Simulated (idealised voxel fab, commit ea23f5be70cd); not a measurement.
A process module follows: voxel transistor to metal.
Pictured: cross-section cut, 280 nm wide, on a grid of 5 nm square cells.
Bands, listed from the top down, are how a cross-section gets written in this document; the cross-section itself is a grid of square cells, and a band is one or more rows of them. Basically the band line says how high the top is and how high the bottom is, in nm, and then what's in it from left to right, every material with its width in nm. Empty space shows up as "empty", and if a single material carries "everywhere" it runs the full band edge to edge. Height datum 0, below which the as-received substrate wafer is one material. Lowest band open at the bottom, running downward: "0 -> down". A two-number width, for instance "30..40", indicates that the width is equal to the first number in the top row of the band and to the second number in the bottom row, and that it changes by a constant amount per row of cells. What does "same as before" mean for a step? It means no cell of the cross-section changed in that step. "Cavities, closed" means: voids of 8 cells or more that are shut off from the top with no open way through. Written width x height at distance, distance from the left edge, in nm. What comes after the settings on a step's line is commentary from the simulator itself on that step. A step line may carry the setting "overlay nm", which, for steps involving a mask, states the distance by which the mask lay to the right of its intended position; negative values denote displacement to the left.
THIS SECTION LISTS THE PROCESS STEPS THAT WERE PLANNED
1: op RECEIVE | material Si
2: op OXIDIZE | depth nm 5
3: op CONFORMAL_DEP | material SiN | thk nm 15
4: op MASKED_ETCH | tone cover | mask id ACTIVE | width nm 100 | pitch nm 130 | etch materials SiN | depth nm 15 | overlay nm 0
5: op MASKED_ETCH | tone cover | mask id ACTIVE | width nm 100 | pitch nm 130 | etch materials SiO2 | depth nm 5 | overlay nm 0
6: op MASKED_ETCH | tone cover | mask id ACTIVE | width nm 100 | pitch nm 130 | etch materials Si | depth nm 25 | overlay nm 0
7: op OXIDIZE | depth nm 5
8: op FILL_DEP | material SiO2 | thk nm 5
9: op CMP | height nm 15
10: op SELECTIVE_ETCH | etch materials SiO2 | depth nm 15
11: op STRIP | etch materials SiN
12: op SELECTIVE_ETCH | etch materials SiO2 | depth nm 5
13: op OXIDIZE | depth nm 5
14: op DIRECTIONAL_DEP | material polySi | thk nm 20
15: op DIRECTIONAL_DEP | material SiCN | thk nm 10
16: op MASKED_ETCH | tone cover | mask id GATE | width nm 20 | pitch nm 130 | etch materials SiCN | depth nm 20 | overlay nm 0
17: op MASKED_ETCH | tone cover | mask id GATE | width nm 20 | pitch nm 130 | etch materials polySi | depth nm 30 | overlay nm 0
18: op CONFORMAL_DEP | material SiN | thk nm 5
19: op DIRECTIONAL_ETCH | etch materials SiN | depth nm 5
20: op DIRECTIONAL_ETCH | etch materials SiO2 | depth nm 5
21: op EPI | material pSi | thk nm 5
22: op FILL_DEP | material SiO2 | thk nm 10
23: op CMP | height nm 25
24: op DIRECTIONAL_DEP | material SiO2 | thk nm 10
25: op DIRECTIONAL_DEP | material aC | thk nm 15
26: op PATTERN | tone open | mask id CONTACT | material resist | width nm 30 | thk nm 30 | overlay nm 0
27: op DIRECTIONAL_ETCH | etch materials aC | depth nm 15
28: op STRIP | etch materials resist
29: op DIRECTIONAL_ETCH | etch materials SiO2 | depth nm 40
30: op STRIP | etch materials aC
31: op CONFORMAL_DEP | material TiN | thk nm 5
32: op FILL_DEP | material W | thk nm 10
33: op CMP | height nm 35
34: op CONFORMAL_DEP | material SiN | thk nm 5
35: op DIRECTIONAL_DEP | material SiO2 | thk nm 15
36: op DIRECTIONAL_DEP | material aC | thk nm 10
37: op PATTERN | tone open | mask id METAL_1 | material resist | width nm 15 | thk nm 30 | overlay nm 0
38: op DIRECTIONAL_ETCH | etch materials aC | depth nm 10
39: op STRIP | etch materials resist
40: op DIRECTIONAL_ETCH | etch materials SiO2 | depth nm 15
41: op DIRECTIONAL_ETCH | etch materials SiN | depth nm 5
42: op STRIP | etch materials aC
43: op CONFORMAL_DEP | material TiN | thk nm 5
44: op FILL_DEP | material Cu | thk nm 10
45: op CMP | height nm 55
46: op CONFORMAL_DEP | material SiN | thk nm 5
AS RECEIVED, AFTER STEP 1
  0 -> down: Si everywhere
  Cavities, closed: none
LOOK AT THE CROSS-SECTION AFTER THE MODULE: THE WAFER STARTED OUT THE WAY SHOWN ABOVE AND THE PLAN WAS THE ONE SHOWN ABOVE, YET ONE MISTAKE WAS MADE ALONG THE WAY
  60 -> 55: SiN everywhere
  55 -> 40: 30 of SiO2, 5 of TiN, 5 of Cu, 5 of TiN, 60 of SiO2, 5 of TiN, 5 of Cu, 5 of TiN, 40 of SiO2, 5 of TiN, 5 of Cu, 5 of TiN, 60 of SiO2, 5 of TiN, 5 of Cu, 5 of TiN, 30 of SiO2
  40 -> 35: 30 of SiN, 15 of TiN, 60 of SiN, 15 of TiN, 40 of SiN, 15 of TiN, 60 of SiN, 15 of TiN, 30 of SiN
  35 -> 30: 25 of W, 5 of TiN, 30 of SiO2, 5 of TiN, 20 of W, 5 of TiN, 30 of SiO2, 5 of TiN, 30 of W, 5 of TiN, 30 of SiO2, 5 of TiN, 20 of W, 5 of TiN, 30 of SiO2, 5 of TiN, 25 of W
  30 -> 25: 25 of W, 5 of TiN, 30 of SiO2, 30 of TiN, 30 of SiO2, 5 of TiN, 30 of W, 5 of TiN, 30 of SiO2, 30 of TiN, 30 of SiO2, 5 of TiN, 25 of W
  25 -> 15: 25 of W, 5 of TiN, 30 of SiO2, 5 of SiN, 20 of SiCN, 5 of SiN, 30 of SiO2, 5 of TiN, 30 of W, 5 of TiN, 30 of SiO2, 5 of SiN, 20 of SiCN, 5 of SiN, 30 of SiO2, 5 of TiN, 25 of W
  15 -> 0: 25 of W, 5 of TiN, 30 of SiO2, 5 of SiN, 20 of polySi, 5 of SiN, 30 of SiO2, 5 of TiN, 30 of W, 5 of TiN, 30 of SiO2, 5 of SiN, 20 of polySi, 5 of SiN, 30 of SiO2, 5 of TiN, 25 of W
  0 -> -5: 30 of TiN, 30 of SiO2, 5 of SiN, 20 of polySi, 5 of SiN, 30 of SiO2, 40 of TiN, 30 of SiO2, 5 of SiN, 20 of polySi, 5 of SiN, 30 of SiO2, 30 of TiN
  -5 -> -10: 25 of SiO2, 35 of pSi, 30 of SiO2, 35 of pSi, 30 of SiO2, 35 of pSi, 30 of SiO2, 35 of pSi, 25 of SiO2
  -10 -> -35: 30 of SiO2, 90 of Si, 40 of SiO2, 90 of Si, 30 of SiO2
  -35 -> down: Si everywhere
  Cavities, closed: none
Want to know what went wrong? step 26: run off-plan, actual operation and settings op PATTERN | tone cover | mask id CONTACT | material resist | width nm 30 | thk nm 30 | overlay nm 0
